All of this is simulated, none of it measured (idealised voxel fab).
process module | voxel ribs on slabs
cross-section cut | 155 nm wide | cells 5 nm
A cross-section is a grid of square cells, given in bands from the top down. A band is one or more rows of cells.
Each band's line starts with the height of the band's top and of its bottom, in nm. Then come its materials from left to right, each with its width in nm. One material with "throughout" fills the band from edge to edge. "air" is empty space.
Height 0 is the level under which the wafer as received is all one material. The lowest band goes on downwards, as in "0 down".
A width such as "30 to 40" changes by the same amount from each row of cells to the next, from the band's top row to its bottom row.
"no change" after a step means that no cell of the cross-section changed.
closed voids: empty space of 8 cells or more with no open way to the top, each as width x height at its distance from the left edge, in nm
after a step's settings: what the simulator itself notes on the step
overlay nm, on a step with a mask: how far to the right of its planned place the mask lay; to the left if negative
plan
1 op RECEIVE | material Si
2 op DIRECTIONAL_DEP | material SiO2 | thk nm 30
3 op DIRECTIONAL_DEP | material SiN | thk nm 20
4 op MASKED_ETCH | tone cover | mask id RIB | width nm 20 | etch materials SiN | depth nm 15 | overlay nm 0
5 op MASKED_ETCH | tone cover | mask id SLAB | width nm 50 | etch materials SiN | depth nm 5 | overlay nm 0
6 op FILL_DEP | material SiO2 | thk nm 25
7 op CMP | height nm 65
8 op DIRECTIONAL_DEP | material TiN | thk nm 10
9 op PATTERN | tone cover | mask id HEATER | material resist | width nm 30 | thk nm 20 | overlay nm 0
10 op DIRECTIONAL_ETCH | etch materials TiN | depth nm 10
11 op STRIP | etch materials resist
12 op CONFORMAL_DEP | material SiO2 | thk nm 10
first wafer, as planned
as received, after step 1
  0 down: Si throughout
  closed voids: none
after step 2
  30 to 0: SiO2 throughout
  below 0: unchanged
after step 3
  50 to 30: SiN throughout
  below 30: unchanged
after step 4
  50 to 35: air 65 | SiN 20 | air 70
  below 35: unchanged
after step 5
  50 to 35: air 65 | SiN 20 | air 70
  35 to 30: air 50 | SiN 50 | air 55
  below 30: unchanged
after step 6
  75 to 50: SiO2 throughout
  50 to 35: SiO2 65 | SiN 20 | SiO2 70
  35 to 30: SiO2 50 | SiN 50 | SiO2 55
  below 30: unchanged
after step 7
  65 to 50: SiO2 throughout
  below 50: unchanged
after step 8
  75 to 65: TiN throughout
  below 65: unchanged
after step 9
  95 to 75: air 60 | resist 30 | air 65
  below 75: unchanged
after step 10
  95 to 75: air 60 | resist 30 | air 65
  75 to 65: air 60 | TiN 30 | air 65
  below 65: unchanged
after step 11
  75 to 65: air 60 | TiN 30 | air 65
  below 65: unchanged
after step 12
  85 to 75: air 50 | SiO2 50 | air 55
  75 to 65: SiO2 60 | TiN 30 | SiO2 65
  below 65: unchanged
second wafer: like start, like plan, one mistake. Through step 11 it matches the first wafer
when step 12 should have ended: no change
what went wrong: step 12 was left out
at the end the second wafer has, in cells: 70 fewer of SiO2
